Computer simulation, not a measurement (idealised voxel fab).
Name of the process module below: voxel wiring stack
FYI the section here is cut, 205 nm wide, cells are 5 nm squares.
Format of a cross-section: grid, square cells. Given as bands. Order: top down. Band: one or more rows of cells.
Basically the band line says how high the top is and how high the bottom is, in nm, and then what's in it from left to right, every material with its width in nm. Empty space shows up as "blank", and if a single material carries "edge to edge" it runs the full band edge to edge.
The level at which height equals 0 is the one under which the wafer, as it arrives, is entirely one material. No lower edge exists for the bottom band, which continues downward and is notated as in "0 nm and below".
When a width is written as two numbers, as in "30 to 40", the first number is the width in the top row of cells of the band and the second is the width in its bottom row, and the width changes by the same amount from each row to the next.
A step reported as "nothing got changed" is a step in which no cell of the cross-section changed.
In the "Closed void roster" entry, you get each enclosed empty space of 8 cells or more, one with no open way to the top, written width x height at distance, distance from the left edge, in nm.
Post-settings text on a step line: simulator's own remark regarding the step.
A step's line can hold "overlay nm"; with a mask on that step, the setting says how far right of the planned place the mask lay, while a negative setting says it lay to the left.
# The process steps that were planned are listed below
1,op RECEIVE | material Si
2,op CONFORMAL_DEP | material SiO2 | thk nm 10
3,op CONFORMAL_DEP | material SiCN | thk nm 5
4,op DIRECTIONAL_DEP | material SiO2 | thk nm 25
5,op PATTERN | tone open | mask id METAL_1 | material resist | width nm 25 | pitch nm 40 | thk nm 20 | overlay nm 0
6,op DIRECTIONAL_ETCH | etch materials SiO2 | depth nm 25
7,op DIRECTIONAL_ETCH | etch materials SiCN | depth nm 5
8,op STRIP | etch materials resist
9,op CONFORMAL_DEP | material TiN | thk nm 5
10,op FILL_DEP | material Cu | thk nm 10
11,op CMP | height nm 40
12,op CONFORMAL_DEP | material SiCN | thk nm 5
13,op DIRECTIONAL_DEP | material SiO2 | thk nm 15
14,op DIRECTIONAL_DEP | material aC | thk nm 15
15,op PATTERN | tone open | mask id PLUG_1 | material resist | width nm 15 | thk nm 30 | overlay nm 0
16,op DIRECTIONAL_ETCH | etch materials aC | depth nm 15
17,op STRIP | etch materials resist
18,op DIRECTIONAL_ETCH | etch materials SiO2 | depth nm 15
19,op DIRECTIONAL_ETCH | etch materials SiCN | depth nm 5
20,op STRIP | etch materials aC
21,op EPI | material Ru | thk nm 10
22,op EPI | material Ru | thk nm 10
23,op DIRECTIONAL_DEP | material TiN | thk nm 5
24,op DIRECTIONAL_DEP | material Ru | thk nm 15
25,op DIRECTIONAL_DEP | material aC | thk nm 10
26,op PATTERN | tone cover | mask id METAL_2 | material resist | width nm 25 | pitch nm 40 | thk nm 25 | overlay nm 0
27,op DIRECTIONAL_ETCH | etch materials aC | depth nm 10
28,op STRIP | etch materials resist
29,op DIRECTIONAL_ETCH | etch materials Ru | depth nm 15
30,op DIRECTIONAL_ETCH | etch materials TiN | depth nm 5
31,op STRIP | etch materials aC
32,op CONFORMAL_DEP | material SiCN | thk nm 5
33,op FILL_DEP | material SiO2 | thk nm 10
34,op CMP | height nm 80
35,op CONFORMAL_DEP | material SiN | thk nm 5
# Incoming wafer, cross-sectional view, post step 1
	0 nm and below  Si edge to edge
	Closed void roster: none
# Below is the wafer in cross-section after the module was completed. It began from the starting point shown above and followed the plan shown above, except that one mistake was made while running it
	85 nm to 80 nm  SiN edge to edge
	80 nm to 75 nm  SiCN (70)  TiN (25)  SiCN (15)  TiN (25)  SiCN (70)
	75 nm to 60 nm  SiO2 (70)  Ru (15)  SiO2 (120)
	60 nm to 55 nm  SiCN (70)  Ru (15)  SiCN (120)
	55 nm to 45 nm  Cu edge to edge
	45 nm to 40 nm  TiN (75)  Cu (15)  TiN (25)  Cu (15)  TiN (75)
	40 nm to 15 nm  SiO2 (70)  TiN (5)  Cu (15)  TiN (5)  SiO2 (15)  TiN (5)  Cu (15)  TiN (5)  SiO2 (70)
	15 nm to 10 nm  SiCN (70)  TiN (25)  SiCN (15)  TiN (25)  SiCN (70)
	10 nm to 0 nm  SiO2 edge to edge
	0 nm and below  Si edge to edge
	Closed void roster: none
Against the plan, the run slipped here: execution of step 11 of the plan did not take place, the step having been omitted
